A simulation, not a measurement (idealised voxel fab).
process module | voxel air gaps
cross-section cut | 175 nm wide | cells 5 nm
A cross-section is a grid of square cells, given in bands from the top down. A band is one or more rows of cells.
Each band's line starts with the height of the band's top and of its bottom, in nm. Then come its materials from left to right, each with its width in nm. One material with "throughout" fills the band from edge to edge. "air" is empty space.
Height 0 is the level under which the wafer as received is all one material. The lowest band goes on downwards, as in "0 down".
A width such as "30 to 40" changes by the same amount from each row of cells to the next, from the band's top row to its bottom row.
"no change" after a step means that no cell of the cross-section changed.
closed voids: empty space of 8 cells or more with no open way to the top, each as width x height at its distance from the left edge, in nm
after a step's settings: what the simulator itself notes on the step
overlay nm, on a step with a mask: how far to the right of its planned place the mask lay; to the left if negative
plan
1 op RECEIVE | material Si
2 op CONFORMAL_DEP | material SiO2 | thk nm 15
3 op CONFORMAL_DEP | material SiCN | thk nm 5
4 op DIRECTIONAL_DEP | material SiO2 | thk nm 30
5 op DIRECTIONAL_DEP | material aC | thk nm 15
6 op PATTERN | tone open | mask id LINES | material resist | width nm 25 | pitch nm 50 | thk nm 35 | overlay nm 0
7 op DIRECTIONAL_ETCH | etch materials aC | depth nm 15
8 op STRIP | etch materials resist
9 op DIRECTIONAL_ETCH | etch materials SiO2 | depth nm 30
10 op STRIP | etch materials aC
11 op CONFORMAL_DEP | material TiN | thk nm 5
12 op FILL_DEP | material Cu | thk nm 10
13 op CMP | height nm 50
14 op EPI | material Ru | thk nm 10
15 op SELECTIVE_ETCH | etch materials SiO2 | depth nm 40
16 op CONFORMAL_DEP | material SiCN | thk nm 5
as received, after step 1
  0 down: Si throughout
  closed voids: none
first wafer at the end, as planned
  65 to 60: air 10 | SiCN 155 | air 10
  60 to 50: air 10 | SiCN 5 | Ru 45 | SiCN 5 | Ru 45 | SiCN 5 | Ru 45 | SiCN 5 | air 10
  50 to 45: air 10 | SiCN 15 | TiN 5 | Cu 15 | TiN 5 | SiCN 25 | TiN 5 | Cu 15 | TiN 5 | SiCN 25 | TiN 5 | Cu 15 | TiN 5 | SiCN 15 | air 10
  45 to 25: air 20 | SiCN 5 | TiN 5 | Cu 15 | TiN 5 | SiCN 5 | air 15 | SiCN 5 | TiN 5 | Cu 15 | TiN 5 | SiCN 5 | air 15 | SiCN 5 | TiN 5 | Cu 15 | TiN 5 | SiCN 5 | air 20
  25 to 20: SiCN 25 | TiN 25 | SiCN 25 | TiN 25 | SiCN 25 | TiN 25 | SiCN 25
  20 to 15: SiCN throughout
  15 to 0: SiO2 throughout
  0 down: Si throughout
  closed voids: 15 x 20 at 55; 15 x 20 at 105
second wafer at the end: like start, like plan, one mistake
  65 to 60: air 10 | SiCN 155 | air 10
  60 to 50: air 10 | SiCN 5 | Ru 45 | SiCN 5 | Ru 45 | SiCN 5 | Ru 45 | SiCN 5 | air 10
  50 to 45: air 10 | SiCN 15 | TiN 5 | Cu 15 | TiN 5 | SiCN 25 | TiN 5 | Cu 15 | TiN 5 | SiCN 25 | TiN 5 | Cu 15 | TiN 5 | SiCN 15 | air 10
  45 to 25: air 20 | SiCN 5 | TiN 5 | Cu 15 | TiN 5 | SiCN 5 | air 15 | SiCN 5 | TiN 5 | Cu 15 | TiN 5 | SiCN 5 | air 15 | SiCN 5 | TiN 5 | Cu 15 | TiN 5 | SiCN 5 | air 20
  25 to 20: SiCN 25 | TiN 25 | SiCN 25 | TiN 25 | SiCN 25 | TiN 25 | SiCN 25
  20 to 15: SiCN throughout
  15 to 0: Cu throughout
  0 down: Si throughout
  closed voids: 15 x 20 at 55; 15 x 20 at 105
what went wrong: step 2 ran as: op CONFORMAL_DEP | material Cu | thk nm 15
at the end the second wafer has, in cells: 105 more of Cu | 105 fewer of SiO2
